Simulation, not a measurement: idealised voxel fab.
This section sets out a process module, namely voxel ribs on slabs.
It is cross-section cut that appears here, measuring 155 nm in width, its square cells being 5 nm in size.
Cross-sections here: square-cell grids, written as top-down lists of bands, a band being one or more rows of cells. In this notation a band is specified by the heights of its top and bottom, in that order and in nm, after which its materials appear from left to right, each paired with its width in nm. The word "all across" attached to a single material means that material fills the band from edge to edge; the word "empty" stands for empty space. Beneath 0, the wafer as received is one material, and that level is where height counting begins. The lowest band goes on downward without a bottom; it is written like "z 0 and below". The expression "30..40" gives the width at the extremes of the band, the first number at its top row of cells and the second at its bottom row, with the width changing by equal amounts from each row to the next in between. No cell of the cross-section changed in a step that is given as "nothing was modified". Listed in "Sealed void inventory": every empty space of 8 or more cells without an open way to the top. Form: width x height at distance, the distance being from the left edge, all in nm. The remark found on a step's line after its settings is issued by the simulator itself and pertains to that step. overlay nm, on a step with a mask: how far to the right of its planned place the mask lay; to the left if negative.

The following list gives the planned process steps:
| 1 | RECEIVE,material Si |
| 2 | DIRECTIONAL_DEP,material SiO2,thk nm 25 |
| 3 | DIRECTIONAL_DEP,material SiN,thk nm 20 |
| 4 | PATTERN,tone cover,mask id RIB,material resist,width nm 15,thk nm 15,overlay nm 0 |
| 5 | DIRECTIONAL_ETCH,etch materials SiN,depth nm 5 |
| 6 | STRIP,etch materials resist |
| 7 | PATTERN,tone cover,mask id SLAB,material resist,width nm 65,thk nm 15,overlay nm 0 |
| 8 | DIRECTIONAL_ETCH,etch materials SiN,depth nm 15 |
| 9 | STRIP,etch materials resist |
| 10 | FILL_DEP,material SiO2,thk nm 25 |
| 11 | CMP,height nm 60 |
| 12 | DIRECTIONAL_DEP,material TiN,thk nm 10 |
| 13 | MASKED_ETCH,tone cover,mask id HEATER,width nm 25,etch materials TiN,depth nm 10,overlay nm 0 |
| 14 | CONFORMAL_DEP,material SiO2,thk nm 5 |

Incoming wafer in cross-section (state: after step 1):
* z 0 and below: Si all across
* Sealed void inventory: none

Below is the wafer in cross-section after the module was completed. It began from the starting point shown above and followed the plan shown above, except that one mistake was made while running it:
* z 80 to 75: 60 nm empty | 35 nm SiO2 | 60 nm empty
* z 75 to 70: 60 nm empty | 5 nm SiO2 | 25 nm TiN | 5 nm SiO2 | 60 nm empty
* z 70 to 65: 65 nm SiO2 | 25 nm TiN | 65 nm SiO2
* z 65 to 45: SiO2 all across
* z 45 to 40: 70 nm SiO2 | 15 nm SiN | 70 nm SiO2
* z 40 to 25: 45 nm SiO2 | 65 nm SiN | 45 nm SiO2
* z 25 to 0: SiO2 all across
* z 0 and below: Si all across
* Sealed void inventory: none
Nonconformance to the process plan: in deviation from the planned setting, step 11 was conducted as CMP,height nm 65
